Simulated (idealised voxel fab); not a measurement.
Process module under the name voxel tone inversion
Cross-section cut: width 190 nm, square cells of 5 nm.
This document writes a cross-section as a grid whose cells are square, and gives it as bands, listed from the top down; one or more rows of cells form a band.
This entry defines a band. It first specifies the height of the band's top and the height of its bottom in nm, and then specifies the band's materials from left to right, stating each material with its width in nm. The word "everywhere" identifies a single material that fills the band from edge to edge, while the word "air" identifies empty space.
Heights from 0 (as-received wafer is one material below). Bottom band endless downward, as "0 nm and below".
Width: "30..40" (first number = top row, second number = bottom row, same change from row to row of cells).
Key: "all unchanged" - step with no changed cell in the cross-section.
In the "Unvented cavities" entry, you get each enclosed empty space of 8 cells or more, one with no open way to the top, written width x height at distance, distance from the left edge, in nm.
Text after the settings on a step's line: the simulator's own remark on that step.
"overlay nm" answers the question of how far to the right of plan the mask lay on a step that has a mask, and when it is negative the answer is to the left.
Each of the pairs that make up the rest of this document says: here is the cross-section before one process step, here is the cross-section after it, drawn only down to the lowest band that changed, and here, under the pair, is the step lying between them with its settings. Different pairs may come from different runs of this module on the same starting wafer, so a pair continues from the pair above it only where its entry headed "Pre-step" says so.
[Pre-step]
- 0 nm and below | Si everywhere
- Unvented cavities: none
[Cut View, Post-Step]
- 10 nm to 0 nm | SiN everywhere
- Lower than 0, everything is as it was.
- Unvented cavities: none
Process step (between the before and after cross-sections above): CONFORMAL_DEP [material SiN] [thk nm 10]
Pre-step: the wafer arrives at this step looking as the after cross-section in the pair just above shows it.
[Cut View, Post-Step]
- 35 nm to 10 nm | polySi everywhere
- Lower than 10, everything is as it was.
- Unvented cavities: none
Process step (between the before and after cross-sections above): DIRECTIONAL_DEP [material polySi] [thk nm 25]
Pre-step: the wafer arrives at this step looking as the after cross-section in the pair just above shows it.
[Cut View, Post-Step]
- 65 nm to 35 nm | air 55 nm | resist 15 nm | air 15 nm | resist 15 nm | air 15 nm | resist 15 nm | air 60 nm
- Lower than 35, everything is as it was.
- Unvented cavities: none
Process step (between the before and after cross-sections above): PATTERN [tone cover] [mask id POSTS] [material resist] [width nm 15] [pitch nm 30] [thk nm 30] [overlay nm 0]
Pre-step: the wafer arrives at this step looking as the after cross-section in the pair just above shows it.
[Cut View, Post-Step]
- 65 nm to 35 nm | air 55 nm | resist 15 nm | air 15 nm | resist 15 nm | air 15 nm | resist 15 nm | air 60 nm
- 35 nm to 10 nm | air 55 nm | polySi 15 nm | air 15 nm | polySi 15 nm | air 15 nm | polySi 15 nm | air 60 nm
- Lower than 10, everything is as it was.
- Unvented cavities: none
Process step (between the before and after cross-sections above): DIRECTIONAL_ETCH [etch materials polySi] [depth nm 25]
Pre-step: the wafer arrives at this step looking as the after cross-section in the pair just above shows it.
[Cut View, Post-Step]
- 35 nm to 10 nm | air 55 nm | polySi 15 nm | air 15 nm | polySi 15 nm | air 15 nm | polySi 15 nm | air 60 nm
- Lower than 10, everything is as it was.
- Unvented cavities: none
Process step (between the before and after cross-sections above): STRIP [etch materials resist]
Pre-step: the wafer arrives at this step looking as the after cross-section in the pair just above shows it.
[Cut View, Post-Step]
- 45 nm to 35 nm | SiO2 everywhere
- 35 nm to 10 nm | SiO2 55 nm | polySi 15 nm | SiO2 15 nm | polySi 15 nm | SiO2 15 nm | polySi 15 nm | SiO2 60 nm
- Lower than 10, everything is as it was.
- Unvented cavities: none
Process step (between the before and after cross-sections above): FILL_DEP [material SiO2] [thk nm 10]
Pre-step: the wafer arrives at this step looking as the after cross-section in the pair just above shows it.
[Cut View, Post-Step]
- 35 nm to 10 nm | SiO2 55 nm | polySi 15 nm | SiO2 15 nm | polySi 15 nm | SiO2 15 nm | polySi 15 nm | SiO2 60 nm
- Lower than 10, everything is as it was.
- Unvented cavities: none
Process step (between the before and after cross-sections above): CMP [height nm 35]
Pre-step: the wafer arrives at this step looking as the after cross-section in the pair just above shows it.
[Cut View, Post-Step]
- 35 nm to 10 nm | SiO2 55 nm | air 15 nm | SiO2 15 nm | air 15 nm | SiO2 15 nm | air 15 nm | SiO2 60 nm
- Lower than 10, everything is as it was.
- Unvented cavities: none
Process step (between the before and after cross-sections above): STRIP [etch materials polySi]
Pre-step: the wafer arrives at this step looking as the after cross-section in the pair just above shows it.
[Cut View, Post-Step]
- 40 nm to 35 nm | TiN 60 nm | air 5 nm | TiN 25 nm | air 5 nm | TiN 25 nm | air 5 nm | TiN 65 nm
- 35 nm to 15 nm | SiO2 55 nm | TiN 5 nm | air 5 nm | TiN 5 nm | SiO2 15 nm | TiN 5 nm | air 5 nm | TiN 5 nm | SiO2 15 nm | TiN 5 nm | air 5 nm | TiN 5 nm | SiO2 60 nm
- 15 nm to 10 nm | SiO2 55 nm | TiN 15 nm | SiO2 15 nm | TiN 15 nm | SiO2 15 nm | TiN 15 nm | SiO2 60 nm
- Lower than 10, everything is as it was.
- Unvented cavities: none
Process step (between the before and after cross-sections above): CONFORMAL_DEP [material TiN] [thk nm 5]
Pre-step: the wafer arrives at this step looking as the after cross-section in the pair just above shows it.
[Cut View, Post-Step]
- 45 nm to 40 nm | W everywhere
- 40 nm to 35 nm | TiN 60 nm | W 5 nm | TiN 25 nm | W 5 nm | TiN 25 nm | W 5 nm | TiN 65 nm
- 35 nm to 15 nm | SiO2 55 nm | TiN 5 nm | W 5 nm | TiN 5 nm | SiO2 15 nm | TiN 5 nm | W 5 nm | TiN 5 nm | SiO2 15 nm | TiN 5 nm | W 5 nm | TiN 5 nm | SiO2 60 nm
- Lower than 15, everything is as it was.
- Unvented cavities: none
Process step (between the before and after cross-sections above): FILL_DEP [material W] [thk nm 5]
Pre-step: the wafer arrives at this step looking as the after cross-section in the pair just above shows it.
[Cut View, Post-Step]
- 35 nm to 15 nm | SiO2 55 nm | TiN 5 nm | W 5 nm | TiN 5 nm | SiO2 15 nm | TiN 5 nm | W 5 nm | TiN 5 nm | SiO2 15 nm | TiN 5 nm | W 5 nm | TiN 5 nm | SiO2 60 nm
- Lower than 15, everything is as it was.
- Unvented cavities: none
Process step (between the before and after cross-sections above): CMP [height nm 35]
Pre-step: the wafer arrives at this step looking as the after cross-section in the pair just above shows it.
[Cut View, Post-Step]
- 40 nm to 35 nm | SiN everywhere
- Lower than 35, everything is as it was.
- Unvented cavities: none
Process step (between the before and after cross-sections above): CONFORMAL_DEP [material SiN] [thk nm 5]
[Pre-step]
- 0 nm and below | Si everywhere
- Unvented cavities: none
[Cut View, Post-Step]
- 25 nm to 0 nm | polySi everywhere
- Lower than 0, everything is as it was.
- Unvented cavities: none
Process step (between the before and after cross-sections above): DIRECTIONAL_DEP [material polySi] [thk nm 25]
Pre-step: the wafer arrives at this step looking as the after cross-section in the pair just above shows it.
[Cut View, Post-Step]
- 55 nm to 25 nm | air 55 nm | resist 15 nm | air 15 nm | resist 15 nm | air 15 nm | resist 15 nm | air 60 nm
- Lower than 25, everything is as it was.
- Unvented cavities: none
Process step (between the before and after cross-sections above): PATTERN [tone cover] [mask id POSTS] [material resist] [width nm 15] [pitch nm 30] [thk nm 30] [overlay nm 0]
Pre-step: the wafer arrives at this step looking as the after cross-section in the pair just above shows it.
[Cut View, Post-Step]
- 55 nm to 25 nm | air 55 nm | resist 15 nm | air 15 nm | resist 15 nm | air 15 nm | resist 15 nm | air 60 nm
- 25 nm to 0 nm | air 55 nm | polySi 15 nm | air 15 nm | polySi 15 nm | air 15 nm | polySi 15 nm | air 60 nm
- Lower than 0, everything is as it was.
- Unvented cavities: none
Process step (between the before and after cross-sections above): DIRECTIONAL_ETCH [etch materials polySi] [depth nm 25]
Pre-step: the wafer arrives at this step looking as the after cross-section in the pair just above shows it.
[Cut View, Post-Step]
- 25 nm to 0 nm | air 55 nm | polySi 15 nm | air 15 nm | polySi 15 nm | air 15 nm | polySi 15 nm | air 60 nm
- Lower than 0, everything is as it was.
- Unvented cavities: none
Process step (between the before and after cross-sections above): STRIP [etch materials resist]
Pre-step: the wafer arrives at this step looking as the after cross-section in the pair just above shows it.
[Cut View, Post-Step]
- 35 nm to 25 nm | SiO2 everywhere
- 25 nm to 0 nm | SiO2 55 nm | polySi 15 nm | SiO2 15 nm | polySi 15 nm | SiO2 15 nm | polySi 15 nm | SiO2 60 nm
- Lower than 0, everything is as it was.
- Unvented cavities: none
Process step (between the before and after cross-sections above): FILL_DEP [material SiO2] [thk nm 10]
Pre-step: the wafer arrives at this step looking as the after cross-section in the pair just above shows it.
[Cut View, Post-Step]
- 40 nm to 35 nm | TiN everywhere
- Lower than 35, everything is as it was.
- Unvented cavities: none
Process step (between the before and after cross-sections above): CONFORMAL_DEP [material TiN] [thk nm 5]
Pre-step: the wafer arrives at this step looking as the after cross-section in the pair just above shows it.
[Cut View, Post-Step]
- 45 nm to 40 nm | W everywhere
- Lower than 40, everything is as it was.
- Unvented cavities: none
Process step (between the before and after cross-sections above): FILL_DEP [material W] [thk nm 5]
Pre-step: the wafer arrives at this step looking as the after cross-section in the pair just above shows it.
[Cut View, Post-Step]
- 35 nm to 25 nm | SiO2 everywhere
- Lower than 25, everything is as it was.
- Unvented cavities: none
Process step (between the before and after cross-sections above): CMP [height nm 35]
Pre-step: the wafer arrives at this step looking as the after cross-section in the pair just above shows it.
[Cut View, Post-Step]
- 40 nm to 35 nm | SiN everywhere
- Lower than 35, everything is as it was.
- Unvented cavities: none
Process step (between the before and after cross-sections above): CONFORMAL_DEP [material SiN] [thk nm 5]
[Pre-step]
- 25 nm to 0 nm | polySi everywhere
- 0 nm and below | Si everywhere
- Unvented cavities: none
[Cut View, Post-Step]
- 35 nm to 25 nm | SiN everywhere
- Lower than 25, everything is as it was.
- Unvented cavities: none
Process step (between the before and after cross-sections above): CONFORMAL_DEP [material SiN] [thk nm 10]
Pre-step: the wafer arrives at this step looking as the after cross-section in the pair just above shows it.
[Cut View, Post-Step]
- 65 nm to 35 nm | air 55 nm | resist 15 nm | air 15 nm | resist 15 nm | air 15 nm | resist 15 nm | air 60 nm
- Lower than 35, everything is as it was.
- Unvented cavities: none
Process step (between the before and after cross-sections above): PATTERN [tone cover] [mask id POSTS] [material resist] [width nm 15] [pitch nm 30] [thk nm 30] [overlay nm 0]
Pre-step: the wafer arrives at this step looking as the after cross-section in the pair just above shows it.
[Cut View, Post-Step]
- 35 nm to 25 nm | SiN everywhere
- Lower than 25, everything is as it was.
- Unvented cavities: none
Process step (between the before and after cross-sections above): STRIP [etch materials resist]
Pre-step: the wafer arrives at this step looking as the after cross-section in the pair just above shows it.
[Cut View, Post-Step]
- 45 nm to 35 nm | SiO2 everywhere
- Lower than 35, everything is as it was.
- Unvented cavities: none
Process step (between the before and after cross-sections above): FILL_DEP [material SiO2] [thk nm 10]
Pre-step: the wafer arrives at this step looking as the after cross-section in the pair just above shows it.
[Cut View, Post-Step]
- 35 nm to 25 nm | SiN everywhere
- Lower than 25, everything is as it was.
- Unvented cavities: none
Process step (between the before and after cross-sections above): CMP [height nm 35]
Pre-step: the wafer arrives at this step looking as the after cross-section in the pair just above shows it.
[Cut View, Post-Step]
- 40 nm to 35 nm | TiN everywhere
- Lower than 35, everything is as it was.
- Unvented cavities: none
Process step (between the before and after cross-sections above): CONFORMAL_DEP [material TiN] [thk nm 5]
Pre-step: the wafer arrives at this step looking as the after cross-section in the pair just above shows it.
[Cut View, Post-Step]
- 45 nm to 40 nm | W everywhere
- Lower than 40, everything is as it was.
- Unvented cavities: none
Process step (between the before and after cross-sections above): FILL_DEP [material W] [thk nm 5]
Pre-step: the wafer arrives at this step looking as the after cross-section in the pair just above shows it.
[Cut View, Post-Step]
- 35 nm to 25 nm | SiN everywhere
- Lower than 25, everything is as it was.
- Unvented cavities: none
Process step (between the before and after cross-sections above): CMP [height nm 35]
Pre-step: the wafer arrives at this step looking as the after cross-section in the pair just above shows it.
[Cut View, Post-Step]
- 40 nm to 25 nm | SiN everywhere
- Lower than 25, everything is as it was.
- Unvented cavities: none
Process step (between the before and after cross-sections above): CONFORMAL_DEP [material SiN] [thk nm 5]
[Pre-step]
- 10 nm to 0 nm | SiN everywhere
- 0 nm and below | Si everywhere
- Unvented cavities: none
[Cut View, Post-Step]
- 25 nm to 10 nm | polySi everywhere
- Lower than 10, everything is as it was.
- Unvented cavities: none
Process step (between the before and after cross-sections above): DIRECTIONAL_DEP [material polySi] [thk nm 15]
Pre-step: the wafer arrives at this step looking as the after cross-section in the pair just above shows it.
[Cut View, Post-Step]
- 55 nm to 25 nm | air 55 nm | resist 15 nm | air 15 nm | resist 15 nm | air 15 nm | resist 15 nm | air 60 nm
- Lower than 25, everything is as it was.
- Unvented cavities: none
Process step (between the before and after cross-sections above): PATTERN [tone cover] [mask id POSTS] [material resist] [width nm 15] [pitch nm 30] [thk nm 30] [overlay nm 0]
Pre-step: the wafer arrives at this step looking as the after cross-section in the pair just above shows it.
[Cut View, Post-Step]
- 55 nm to 25 nm | air 55 nm | resist 15 nm | air 15 nm | resist 15 nm | air 15 nm | resist 15 nm | air 60 nm
- 25 nm to 10 nm | air 55 nm | polySi 15 nm | air 15 nm | polySi 15 nm | air 15 nm | polySi 15 nm | air 60 nm
- Lower than 10, everything is as it was.
- Unvented cavities: none
Process step (between the before and after cross-sections above): DIRECTIONAL_ETCH [etch materials polySi] [depth nm 25]
Pre-step: the wafer arrives at this step looking as the after cross-section in the pair just above shows it.
[Cut View, Post-Step]
- 25 nm to 10 nm | air 55 nm | polySi 15 nm | air 15 nm | polySi 15 nm | air 15 nm | polySi 15 nm | air 60 nm
- Lower than 10, everything is as it was.
- Unvented cavities: none
Process step (between the before and after cross-sections above): STRIP [etch materials resist]
Pre-step: the wafer arrives at this step looking as the after cross-section in the pair just above shows it.
[Cut View, Post-Step]
- 35 nm to 25 nm | SiO2 everywhere
- 25 nm to 10 nm | SiO2 55 nm | polySi 15 nm | SiO2 15 nm | polySi 15 nm | SiO2 15 nm | polySi 15 nm | SiO2 60 nm
- Lower than 10, everything is as it was.
- Unvented cavities: none
Process step (between the before and after cross-sections above): FILL_DEP [material SiO2] [thk nm 10]
Pre-step: the wafer arrives at this step looking as the after cross-section in the pair just above shows it.
[Cut View, Post-Step]
- 40 nm to 35 nm | TiN everywhere
- Lower than 35, everything is as it was.
- Unvented cavities: none
Process step (between the before and after cross-sections above): CONFORMAL_DEP [material TiN] [thk nm 5]
Pre-step: the wafer arrives at this step looking as the after cross-section in the pair just above shows it.
[Cut View, Post-Step]
- 45 nm to 40 nm | W everywhere
- Lower than 40, everything is as it was.
- Unvented cavities: none
Process step (between the before and after cross-sections above): FILL_DEP [material W] [thk nm 5]
Pre-step: the wafer arrives at this step looking as the after cross-section in the pair just above shows it.
[Cut View, Post-Step]
- 35 nm to 25 nm | SiO2 everywhere
- Lower than 25, everything is as it was.
- Unvented cavities: none
Process step (between the before and after cross-sections above): CMP [height nm 35]
Pre-step: the wafer arrives at this step looking as the after cross-section in the pair just above shows it.
[Cut View, Post-Step]
- 40 nm to 35 nm | SiN everywhere
- Lower than 35, everything is as it was.
- Unvented cavities: none
Process step (between the before and after cross-sections above): CONFORMAL_DEP [material SiN] [thk nm 5]
[Pre-step]
- 35 nm to 10 nm | polySi everywhere
- 10 nm to 0 nm | SiN everywhere
- 0 nm and below | Si everywhere
- Unvented cavities: none
[Cut View, Post-Step]
- 65 nm to 35 nm | air 60 nm | resist 15 nm | air 15 nm | resist 15 nm | air 15 nm | resist 15 nm | air 55 nm
- Lower than 35, everything is as it was.
- Unvented cavities: none
Process step (between the before and after cross-sections above): PATTERN [tone cover] [mask id POSTS] [material resist] [width nm 15] [pitch nm 30] [thk nm 30] [overlay nm 5]
Pre-step: the wafer arrives at this step looking as the after cross-section in the pair just above shows it.
[Cut View, Post-Step]
- 65 nm to 35 nm | air 60 nm | resist 15 nm | air 15 nm | resist 15 nm | air 15 nm | resist 15 nm | air 55 nm
- 35 nm to 10 nm | air 60 nm | polySi 15 nm | air 15 nm | polySi 15 nm | air 15 nm | polySi 15 nm | air 55 nm
- Lower than 10, everything is as it was.
- Unvented cavities: none
Process step (between the before and after cross-sections above): DIRECTIONAL_ETCH [etch materials polySi] [depth nm 25]
Pre-step: the wafer arrives at this step looking as the after cross-section in the pair just above shows it.
[Cut View, Post-Step]
- 35 nm to 10 nm | air 60 nm | polySi 15 nm | air 15 nm | polySi 15 nm | air 15 nm | polySi 15 nm | air 55 nm
- Lower than 10, everything is as it was.
- Unvented cavities: none
Process step (between the before and after cross-sections above): STRIP [etch materials resist]
Pre-step: the wafer arrives at this step looking as the after cross-section in the pair just above shows it.
[Cut View, Post-Step]
- 45 nm to 35 nm | SiO2 everywhere
- 35 nm to 10 nm | SiO2 60 nm | polySi 15 nm | SiO2 15 nm | polySi 15 nm | SiO2 15 nm | polySi 15 nm | SiO2 55 nm
- Lower than 10, everything is as it was.
- Unvented cavities: none
Process step (between the before and after cross-sections above): FILL_DEP [material SiO2] [thk nm 10]
Pre-step: the wafer arrives at this step looking as the after cross-section in the pair just above shows it.
[Cut View, Post-Step]
- 35 nm to 10 nm | SiO2 60 nm | polySi 15 nm | SiO2 15 nm | polySi 15 nm | SiO2 15 nm | polySi 15 nm | SiO2 55 nm
- Lower than 10, everything is as it was.
- Unvented cavities: none
Process step (between the before and after cross-sections above): CMP [height nm 35]
Pre-step: the wafer arrives at this step looking as the after cross-section in the pair just above shows it.
[Cut View, Post-Step]
- 35 nm to 10 nm | SiO2 60 nm | air 15 nm | SiO2 15 nm | air 15 nm | SiO2 15 nm | air 15 nm | SiO2 55 nm
- Lower than 10, everything is as it was.
- Unvented cavities: none
Process step (between the before and after cross-sections above): STRIP [etch materials polySi]
Pre-step: the wafer arrives at this step looking as the after cross-section in the pair just above shows it.
[Cut View, Post-Step]
- 40 nm to 35 nm | TiN 65 nm | air 5 nm | TiN 25 nm | air 5 nm | TiN 25 nm | air 5 nm | TiN 60 nm
- 35 nm to 15 nm | SiO2 60 nm | TiN 5 nm | air 5 nm | TiN 5 nm | SiO2 15 nm | TiN 5 nm | air 5 nm | TiN 5 nm | SiO2 15 nm | TiN 5 nm | air 5 nm | TiN 5 nm | SiO2 55 nm
- 15 nm to 10 nm | SiO2 60 nm | TiN 15 nm | SiO2 15 nm | TiN 15 nm | SiO2 15 nm | TiN 15 nm | SiO2 55 nm
- Lower than 10, everything is as it was.
- Unvented cavities: none
Process step (between the before and after cross-sections above): CONFORMAL_DEP [material TiN] [thk nm 5]
Pre-step: the wafer arrives at this step looking as the after cross-section in the pair just above shows it.
[Cut View, Post-Step]
- 45 nm to 40 nm | W everywhere
- 40 nm to 35 nm | TiN 65 nm | W 5 nm | TiN 25 nm | W 5 nm | TiN 25 nm | W 5 nm | TiN 60 nm
- 35 nm to 15 nm | SiO2 60 nm | TiN 5 nm | W 5 nm | TiN 5 nm | SiO2 15 nm | TiN 5 nm | W 5 nm | TiN 5 nm | SiO2 15 nm | TiN 5 nm | W 5 nm | TiN 5 nm | SiO2 55 nm
- Lower than 15, everything is as it was.
- Unvented cavities: none
Process step (between the before and after cross-sections above): FILL_DEP [material W] [thk nm 5]
Pre-step: the wafer arrives at this step looking as the after cross-section in the pair just above shows it.
[Cut View, Post-Step]
- 35 nm to 15 nm | SiO2 60 nm | TiN 5 nm | W 5 nm | TiN 5 nm | SiO2 15 nm | TiN 5 nm | W 5 nm | TiN 5 nm | SiO2 15 nm | TiN 5 nm | W 5 nm | TiN 5 nm | SiO2 55 nm
- Lower than 15, everything is as it was.
- Unvented cavities: none
Process step (between the before and after cross-sections above): CMP [height nm 35]
Pre-step: the wafer arrives at this step looking as the after cross-section in the pair just above shows it.
[Cut View, Post-Step]
- 40 nm to 35 nm | SiN everywhere
- Lower than 35, everything is as it was.
- Unvented cavities: none
Process step (between the before and after cross-sections above): CONFORMAL_DEP [material SiN] [thk nm 5]
[Pre-step]
- 35 nm to 10 nm | SiO2 55 nm | polySi 15 nm | SiO2 15 nm | polySi 15 nm | SiO2 15 nm | polySi 15 nm | SiO2 60 nm
- 10 nm to 0 nm | SiN everywhere
- 0 nm and below | Si everywhere
- Unvented cavities: none
[Cut View, Post-Step]
- 35 nm to 10 nm | air 55 nm | polySi 15 nm | air 15 nm | polySi 15 nm | air 15 nm | polySi 15 nm | air 60 nm
- Lower than 10, everything is as it was.
- Unvented cavities: none
Process step (between the before and after cross-sections above): STRIP [etch materials SiO2]
Pre-step: the wafer arrives at this step looking as the after cross-section in the pair just above shows it.
[Cut View, Post-Step]
- 40 nm to 35 nm | air 50 nm | TiN 25 nm | air 5 nm | TiN 25 nm | air 5 nm | TiN 25 nm | air 55 nm
- 35 nm to 15 nm | air 50 nm | TiN 5 nm | polySi 15 nm | TiN 5 nm | air 5 nm | TiN 5 nm | polySi 15 nm | TiN 5 nm | air 5 nm | TiN 5 nm | polySi 15 nm | TiN 5 nm | air 55 nm
- 15 nm to 10 nm | TiN 55 nm | polySi 15 nm | TiN 15 nm | polySi 15 nm | TiN 15 nm | polySi 15 nm | TiN 60 nm
- Lower than 10, everything is as it was.
- Unvented cavities: none
Process step (between the before and after cross-sections above): CONFORMAL_DEP [material TiN] [thk nm 5]
Pre-step: the wafer arrives at this step looking as the after cross-section in the pair just above shows it.
[Cut View, Post-Step]
- 45 nm to 40 nm | W everywhere
- 40 nm to 35 nm | W 50 nm | TiN 25 nm | W 5 nm | TiN 25 nm | W 5 nm | TiN 25 nm | W 55 nm
- 35 nm to 15 nm | W 50 nm | TiN 5 nm | polySi 15 nm | TiN 5 nm | W 5 nm | TiN 5 nm | polySi 15 nm | TiN 5 nm | W 5 nm | TiN 5 nm | polySi 15 nm | TiN 5 nm | W 55 nm
- Lower than 15, everything is as it was.
- Unvented cavities: none
Process step (between the before and after cross-sections above): FILL_DEP [material W] [thk nm 5]
Pre-step: the wafer arrives at this step looking as the after cross-section in the pair just above shows it.
[Cut View, Post-Step]
- 35 nm to 15 nm | W 50 nm | TiN 5 nm | polySi 15 nm | TiN 5 nm | W 5 nm | TiN 5 nm | polySi 15 nm | TiN 5 nm | W 5 nm | TiN 5 nm | polySi 15 nm | TiN 5 nm | W 55 nm
- Lower than 15, everything is as it was.
- Unvented cavities: none
Process step (between the before and after cross-sections above): CMP [height nm 35]
Pre-step: the wafer arrives at this step looking as the after cross-section in the pair just above shows it.
[Cut View, Post-Step]
- 40 nm to 35 nm | SiN everywhere
- Lower than 35, everything is as it was.
- Unvented cavities: none
Process step (between the before and after cross-sections above): CONFORMAL_DEP [material SiN] [thk nm 5]
[Pre-step]
- 35 nm to 10 nm | polySi everywhere
- 10 nm to 0 nm | SiN everywhere
- 0 nm and below | Si everywhere
- Unvented cavities: none
[Cut View, Post-Step]
- 65 nm to 35 nm | resist 55 nm | air 15 nm | resist 15 nm | air 15 nm | resist 15 nm | air 15 nm | resist 60 nm
- Lower than 35, everything is as it was.
- Unvented cavities: none
Process step (between the before and after cross-sections above): PATTERN [tone open] [mask id POSTS] [material resist] [width nm 15] [pitch nm 30] [thk nm 30] [overlay nm 0]
Pre-step: the wafer arrives at this step looking as the after cross-section in the pair just above shows it.
[Cut View, Post-Step]
- 65 nm to 35 nm | resist 55 nm | air 15 nm | resist 15 nm | air 15 nm | resist 15 nm | air 15 nm | resist 60 nm
- 35 nm to 10 nm | polySi 55 nm | air 15 nm | polySi 15 nm | air 15 nm | polySi 15 nm | air 15 nm | polySi 60 nm
- Lower than 10, everything is as it was.
- Unvented cavities: none
Process step (between the before and after cross-sections above): DIRECTIONAL_ETCH [etch materials polySi] [depth nm 25]
Pre-step: the wafer arrives at this step looking as the after cross-section in the pair just above shows it.
[Cut View, Post-Step]
- 35 nm to 10 nm | polySi 55 nm | air 15 nm | polySi 15 nm | air 15 nm | polySi 15 nm | air 15 nm | polySi 60 nm
- Lower than 10, everything is as it was.
- Unvented cavities: none
Process step (between the before and after cross-sections above): STRIP [etch materials resist]
Pre-step: the wafer arrives at this step looking as the after cross-section in the pair just above shows it.
[Cut View, Post-Step]
- 45 nm to 35 nm | SiO2 everywhere
- 35 nm to 10 nm | polySi 55 nm | SiO2 15 nm | polySi 15 nm | SiO2 15 nm | polySi 15 nm | SiO2 15 nm | polySi 60 nm
- Lower than 10, everything is as it was.
- Unvented cavities: none
Process step (between the before and after cross-sections above): FILL_DEP [material SiO2] [thk nm 10]
Pre-step: the wafer arrives at this step looking as the after cross-section in the pair just above shows it.
[Cut View, Post-Step]
- 35 nm to 10 nm | polySi 55 nm | SiO2 15 nm | polySi 15 nm | SiO2 15 nm | polySi 15 nm | SiO2 15 nm | polySi 60 nm
- Lower than 10, everything is as it was.
- Unvented cavities: none
Process step (between the before and after cross-sections above): CMP [height nm 35]
Pre-step: the wafer arrives at this step looking as the after cross-section in the pair just above shows it.
[Cut View, Post-Step]
- 35 nm to 10 nm | air 55 nm | SiO2 15 nm | air 15 nm | SiO2 15 nm | air 15 nm | SiO2 15 nm | air 60 nm
- Lower than 10, everything is as it was.
- Unvented cavities: none
Process step (between the before and after cross-sections above): STRIP [etch materials polySi]
Pre-step: the wafer arrives at this step looking as the after cross-section in the pair just above shows it.
[Cut View, Post-Step]
- 40 nm to 35 nm | air 50 nm | TiN 25 nm | air 5 nm | TiN 25 nm | air 5 nm | TiN 25 nm | air 55 nm
- 35 nm to 15 nm | air 50 nm | TiN 5 nm | SiO2 15 nm | TiN 5 nm | air 5 nm | TiN 5 nm | SiO2 15 nm | TiN 5 nm | air 5 nm | TiN 5 nm | SiO2 15 nm | TiN 5 nm | air 55 nm
- 15 nm to 10 nm | TiN 55 nm | SiO2 15 nm | TiN 15 nm | SiO2 15 nm | TiN 15 nm | SiO2 15 nm | TiN 60 nm
- Lower than 10, everything is as it was.
- Unvented cavities: none
Process step (between the before and after cross-sections above): CONFORMAL_DEP [material TiN] [thk nm 5]
Pre-step: the wafer arrives at this step looking as the after cross-section in the pair just above shows it.
[Cut View, Post-Step]
- 45 nm to 40 nm | W everywhere
- 40 nm to 35 nm | W 50 nm | TiN 25 nm | W 5 nm | TiN 25 nm | W 5 nm | TiN 25 nm | W 55 nm
- 35 nm to 15 nm | W 50 nm | TiN 5 nm | SiO2 15 nm | TiN 5 nm | W 5 nm | TiN 5 nm | SiO2 15 nm | TiN 5 nm | W 5 nm | TiN 5 nm | SiO2 15 nm | TiN 5 nm | W 55 nm
- Lower than 15, everything is as it was.
- Unvented cavities: none
Process step (between the before and after cross-sections above): FILL_DEP [material W] [thk nm 5]
Pre-step: the wafer arrives at this step looking as the after cross-section in the pair just above shows it.
[Cut View, Post-Step]
- 35 nm to 15 nm | W 50 nm | TiN 5 nm | SiO2 15 nm | TiN 5 nm | W 5 nm | TiN 5 nm | SiO2 15 nm | TiN 5 nm | W 5 nm | TiN 5 nm | SiO2 15 nm | TiN 5 nm | W 55 nm
- Lower than 15, everything is as it was.
- Unvented cavities: none
Process step (between the before and after cross-sections above): CMP [height nm 35]
Pre-step: the wafer arrives at this step looking as the after cross-section in the pair just above shows it.
[Cut View, Post-Step]
- 40 nm to 35 nm | SiN everywhere
- Lower than 35, everything is as it was.
- Unvented cavities: none
Process step (between the before and after cross-sections above): CONFORMAL_DEP [material SiN] [thk nm 5]
